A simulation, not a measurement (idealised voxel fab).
This is a process module. Its name is voxel transistor to metal.
This is section cut - it's 145 nm across, gridded in 5 nm square cells.
In this document a cross-section is written as a grid of square cells. It is given as a series of bands, listed from the top down, and a band is one or more rows of cells.
Within each band entry, the heights of the top and of the bottom of the band appear first, in that order and in nm; the materials of the band then follow from left to right, each with its corresponding width in nm. The designation "all across" on a single material indicates that it fills the band from edge to edge; the designation "air" indicates empty space.
Heights are reckoned from 0. Under this level, the received wafer is all of one material. The bottommost band is open-ended downward, for example "0..down".
Quick explanation for "30->40": the width changes in equal steps down the rows of cells, from the first number in the band's top row to the second number in its bottom row.
Key: "same as before" - step with no changed cell in the cross-section.
"Closed void register" means: voids of 8 cells or more that are shut off from the top with no open way through. Written width x height at distance, distance from the left edge, in nm.
Where a step's line continues beyond its settings, the continuation is a remark by the simulator itself on that step.
You can add "overlay nm" to a step's line. For a step with a mask, it describes how far the mask lay to the right of its planned position, and a negative number describes a lay to the left.
THIS SECTION LISTS THE PROCESS STEPS THAT WERE PLANNED
1) op RECEIVE | material Si
2) op CONFORMAL_DEP | material SiO2 | thk nm 5
3) op CONFORMAL_DEP | material SiN | thk nm 15
4) op DIRECTIONAL_DEP | material aC | thk nm 15
5) op PATTERN | tone cover | mask id ACTIVE | material resist | width nm 95 | thk nm 30 | overlay nm 0
6) op DIRECTIONAL_ETCH | etch materials aC | depth nm 15
7) op STRIP | etch materials resist
8) op DIRECTIONAL_ETCH | etch materials SiN | depth nm 15
9) op DIRECTIONAL_ETCH | etch materials SiO2 | depth nm 5
10) op DIRECTIONAL_ETCH | etch materials Si | depth nm 35
11) op STRIP | etch materials aC
12) op OXIDIZE | depth nm 5
13) op FILL_DEP | material SiO2 | thk nm 10
14) op CMP | height nm 20
15) op SELECTIVE_ETCH | etch materials SiO2 | depth nm 10
16) op STRIP | etch materials SiN
17) op SELECTIVE_ETCH | etch materials SiO2 | depth nm 5
18) op OXIDIZE | depth nm 5
19) op DIRECTIONAL_DEP | material polySi | thk nm 30
20) op DIRECTIONAL_DEP | material SiCN | thk nm 10
21) op DIRECTIONAL_DEP | material aC | thk nm 15
22) op PATTERN | tone cover | mask id GATE | material resist | width nm 25 | thk nm 35 | overlay nm 0
23) op DIRECTIONAL_ETCH | etch materials aC | depth nm 15
24) op STRIP | etch materials resist
25) op DIRECTIONAL_ETCH | etch materials SiCN | depth nm 20
26) op DIRECTIONAL_ETCH | etch materials polySi | depth nm 40
27) op STRIP | etch materials aC
28) op CONFORMAL_DEP | material SiN | thk nm 5
29) op DIRECTIONAL_ETCH | etch materials SiN | depth nm 5
30) op DIRECTIONAL_ETCH | etch materials SiO2 | depth nm 5
31) op DIRECTIONAL_ETCH | etch materials Si | depth nm 15
32) op EPI | material SiGe | thk nm 20
33) op FILL_DEP | material SiO2 | thk nm 5
34) op CMP | height nm 30
35) op STRIP | etch materials polySi
36) op SELECTIVE_ETCH | etch materials SiO2 | depth nm 5
37) op CONFORMAL_DEP | material HfO2 | thk nm 5
38) op CONFORMAL_DEP | material TiN | thk nm 5
39) op FILL_DEP | material W | thk nm 10
40) op CMP | height nm 25
41) op DIRECTIONAL_DEP | material SiO2 | thk nm 10
42) op MASKED_ETCH | tone open | mask id CONTACT | width nm 15 | pitch nm 70 | etch materials SiO2 | depth nm 35 | overlay nm 0
43) op CONFORMAL_DEP | material TiN | thk nm 5
44) op FILL_DEP | material Ru | thk nm 10
45) op CMP | height nm 35
46) op CONFORMAL_DEP | material SiCN | thk nm 5
47) op DIRECTIONAL_DEP | material SiO2 | thk nm 20
48) op MASKED_ETCH | tone open | mask id METAL_1 | width nm 15 | pitch nm 70 | etch materials SiO2 | depth nm 20 | overlay nm 0
49) op MASKED_ETCH | tone open | mask id METAL_1 | width nm 15 | pitch nm 70 | etch materials SiCN | depth nm 5 | overlay nm 0
50) op CONFORMAL_DEP | material TiN | thk nm 5
51) op FILL_DEP | material W | thk nm 5
52) op CMP | height nm 60
53) op EPI | material Ru | thk nm 5
54) op FILL_DEP | material SiCN | thk nm 5
WAFER AS RECEIVED: CROSS-SECTION FOLLOWING STEP 1
- 0..down = Si all across
- Closed void register: none
SAME STARTING WAFER, SAME PLAN AS ABOVE, ONE MISTAKE IN THE EXECUTION; THIS IS THE CROSS-SECTION AT THE END OF THE MODULE
- 70..65 = SiCN all across
- 65..60 = SiCN 25 nm / Ru 25 nm / SiCN 45 nm / Ru 25 nm / SiCN 25 nm
- 60..40 = SiO2 30 nm / TiN 5 nm / W 5 nm / TiN 5 nm / SiO2 55 nm / TiN 5 nm / W 5 nm / TiN 5 nm / SiO2 30 nm
- 40..35 = SiCN 30 nm / TiN 15 nm / SiCN 55 nm / TiN 15 nm / SiCN 30 nm
- 35..25 = SiO2 30 nm / TiN 5 nm / Ru 5 nm / TiN 5 nm / SiO2 55 nm / TiN 5 nm / Ru 5 nm / TiN 5 nm / SiO2 30 nm
- 25..20 = SiO2 30 nm / TiN 5 nm / Ru 5 nm / TiN 5 nm / SiO2 10 nm / SiN 5 nm / HfO2 5 nm / TiN 5 nm / W 5 nm / TiN 5 nm / HfO2 5 nm / SiN 5 nm / SiO2 10 nm / TiN 5 nm / Ru 5 nm / TiN 5 nm / SiO2 30 nm
- 20..15 = SiO2 30 nm / TiN 15 nm / SiO2 10 nm / SiN 5 nm / HfO2 5 nm / TiN 5 nm / W 5 nm / TiN 5 nm / HfO2 5 nm / SiN 5 nm / SiO2 10 nm / TiN 15 nm / SiO2 30 nm
- 15..10 = SiO2 30 nm / TiN 5 nm / SiGe 20 nm / SiN 5 nm / HfO2 5 nm / TiN 5 nm / W 5 nm / TiN 5 nm / HfO2 5 nm / SiN 5 nm / SiGe 20 nm / TiN 5 nm / SiO2 30 nm
- 10..5 = SiO2 20 nm / SiGe 35 nm / SiN 5 nm / HfO2 5 nm / TiN 5 nm / W 5 nm / TiN 5 nm / HfO2 5 nm / SiN 5 nm / SiGe 35 nm / SiO2 20 nm
- 5..0 = SiO2 20 nm / SiN 5 nm / SiGe 30 nm / SiN 5 nm / HfO2 5 nm / TiN 15 nm / HfO2 5 nm / SiN 5 nm / SiGe 30 nm / SiN 5 nm / SiO2 20 nm
- 0..-5 = SiO2 20 nm / SiN 10 nm / SiGe 25 nm / HfO2 35 nm / SiGe 25 nm / SiN 10 nm / SiO2 20 nm
- -5..-10 = SiO2 35 nm / SiGe 20 nm / Si 35 nm / SiGe 20 nm / SiO2 35 nm
- -10..-20 = SiO2 30 nm / Si 5 nm / SiGe 20 nm / Si 35 nm / SiGe 20 nm / Si 5 nm / SiO2 30 nm
- -20..-40 = SiO2 30 nm / Si 85 nm / SiO2 30 nm
- -40..down = Si all across
- Closed void register: none
So what did we get wrong on this run? step 2 of the plan was bypassed and not carried out
